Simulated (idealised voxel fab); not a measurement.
Process module in this document: voxel air gaps
Shown is cross-section cut, with a width of 290 nm and square cells of size 5 nm.
Think of the cross-section as a grid of square cells. We describe it in bands, top to bottom, and each band covers one or more rows of those cells. Top height, bottom height, nm. Materials left to right, width each, nm. Single material + "throughout" = fills band edge to edge. "empty" = empty. It should be noted that heights are counted from 0, beneath which the wafer as supplied is of one material throughout, and that the lowest band possesses no lower boundary but continues downward, as written in "top 0, no bottom". A width given as "30->40" starts at the first number in the band's top row and ends at the second number in its bottom row, shifting by an equal amount at every step from row to row. For the purposes of this document, the phrase "same as before" attached to a step denotes that no cell within the cross-section was modified by that step. "Closed internal cavities" - sealed voids, min. 8 cells, no opening to top; format: width x height at distance (distance from left edge; nm throughout). Heads up: the bit after the settings on a step's line is the simulator's remark on that step. overlay nm: step with mask; distance mask lay right of planned place; negative value = left of planned place.
[Intended process steps]
1: RECEIVE: material Si
2: CONFORMAL_DEP: material SiO2, thk nm 15
3: CONFORMAL_DEP: material SiN, thk nm 5
4: DIRECTIONAL_DEP: material lowk, thk nm 35
5: MASKED_ETCH: tone open, mask id LINES, width nm 20, pitch nm 50, etch materials lowk, depth nm 35, overlay nm 0
6: CONFORMAL_DEP: material TiN, thk nm 5
7: FILL_DEP: material Cu, thk nm 10
8: CMP: height nm 55
9: EPI: material Ru, thk nm 10
10: SELECTIVE_ETCH: etch materials lowk, depth nm 45
11: CONFORMAL_DEP: material SiCN, thk nm 5
Every wafer here starts from the same state; it is the step 3 thk nm that distinguishes them, and the value the plan gives belongs to the first wafer.
[first wafer as received, after step 1]
    top 0, no bottom  Si throughout
    Closed internal cavities: none
[Gained (+) or lost (-) cells of each material since receipt, then closed voids: one row per wafer, at the end of the module]
thk nm 5, +48 Cu, +64 Ru, +162 SiCN, +58 SiN, +174 SiO2, +64 TiN, Closed internal cavities: 20 x 25 at 85; 20 x 25 at 135; 20 x 25 at 185
thk nm 10, +40 Cu, +64 Ru, +154 SiCN, +116 SiN, +174 SiO2, +56 TiN, Closed internal cavities: 20 x 20 at 85; 20 x 20 at 135; 20 x 20 at 185
thk nm 15, +32 Cu, +64 Ru, +146 SiCN, +174 SiN, +174 SiO2, +48 TiN, Closed internal cavities: 20 x 15 at 85; 20 x 15 at 135; 20 x 15 at 185
thk nm 20, +24 Cu, +64 Ru, +138 SiCN, +232 SiN, +174 SiO2, +40 TiN, Closed internal cavities: 20 x 10 at 85; 20 x 10 at 135; 20 x 10 at 185
